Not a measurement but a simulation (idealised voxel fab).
Herein follows the process module entitled voxel local oxidation.
Cross-section cut: width 225 nm, square cells of 5 nm.
When this document writes out a cross-section, it uses a grid of square cells and lists it as bands, beginning at the top and moving down, with a band standing for one or more rows of cells.
First you get the band's top height and its bottom height, in nm, and then the materials it's made of, left to right, with each width in nm. If you see a single material with "edge to edge", that one covers the band edge to edge. "air" is empty space.
The reference from which all heights are counted is 0, the level beneath which the as-received wafer is entirely one material; the lowest band, having no lower bound, proceeds downward and is written after the example "z 0 and below".
Width: "30..40" (first number = top row, second number = bottom row, same change from row to row of cells).
For the purposes of this document, the phrase "no alteration" attached to a step denotes that no cell within the cross-section was modified by that step.
Closed empty spaces (no open way to the top) of 8 cells or more are what "Sealed internal voids" lists, each as width x height at distance from the left edge, nm for all three.
Past the settings on a step's line: simulator remark, on that step.
overlay nm, on a step with a mask: how far to the right of its planned place the mask lay; to the left if negative
Set out below are the planned steps of the process
1: RECEIVE,material Si
2: OXIDIZE,depth nm 5
3: CONFORMAL_DEP,material SiN,thk nm 15
4: MASKED_ETCH,tone cover,mask id ACTIVE,width nm 95,etch materials SiN,depth nm 15,overlay nm 0
5: SELECTIVE_ETCH,etch materials SiO2,depth nm 5
6: OXIDIZE,depth nm 15
7: STRIP,etch materials SiN
First wafer out of two, processed as planned
Incoming wafer, cross-sectional view, post step 1
    z 0 and below | Si edge to edge
    Sealed internal voids: none
After step 2, in cross-section
    z 0 to -5 | SiO2 edge to edge
    Everything below -5 is unchanged.
After step 3, in cross-section
    z 15 to 0 | SiN edge to edge
    Everything below 0 is unchanged.
After step 4, in cross-section
    z 15 to 0 | air: 65  SiN: 95  air: 65
    Everything below 0 is unchanged.
After step 5, in cross-section
    z 15 to 0 | air: 65  SiN: 95  air: 65
    z 0 to -5 | air: 70  SiO2: 85  air: 70
    Everything below -5 is unchanged.
After step 6, in cross-section
    z 15 to 0 | air: 65  SiN: 95  air: 65
    z 0 to -5 | air: 70  SiO2: 85  air: 70
    z -5 to -20 | SiO2: 85  Si: 55  SiO2: 85
    Everything below -20 is unchanged.
After step 7, in cross-section
    z 0 to -5 | air: 70  SiO2: 85  air: 70
    Everything below -5 is unchanged.
For the second wafer, take the first wafer's start and plan, then add one mistake made in running it; everything through step 3, that step included, is shared with the first
The second wafer in cross-section, at the planned close of step 4
    z 15 to 0 | air: 55  SiN: 95  air: 75
    Everything below 0 is unchanged.
The second wafer in cross-section, at the planned close of step 5
    z 15 to 0 | air: 55  SiN: 95  air: 75
    z 0 to -5 | air: 60  SiO2: 85  air: 80
    Everything below -5 is unchanged.
The second wafer in cross-section, at the planned close of step 6
    z 15 to 0 | air: 55  SiN: 95  air: 75
    z 0 to -5 | air: 60  SiO2: 85  air: 80
    z -5 to -20 | SiO2: 75  Si: 55  SiO2: 95
    Everything below -20 is unchanged.
The second wafer in cross-section, at the planned close of step 7
    z 0 to -5 | air: 60  SiO2: 85  air: 80
    Everything below -5 is unchanged.
Finding, execution versus plan: it should be noted that step 4 was executed with settings other than those planned, the operation and settings actually applied being MASKED_ETCH,tone cover,mask id ACTIVE,width nm 95,etch materials SiN,depth nm 15,overlay nm -10
At the close, every material occupies the same number of cells on the second wafer as on the first, only in different positions.
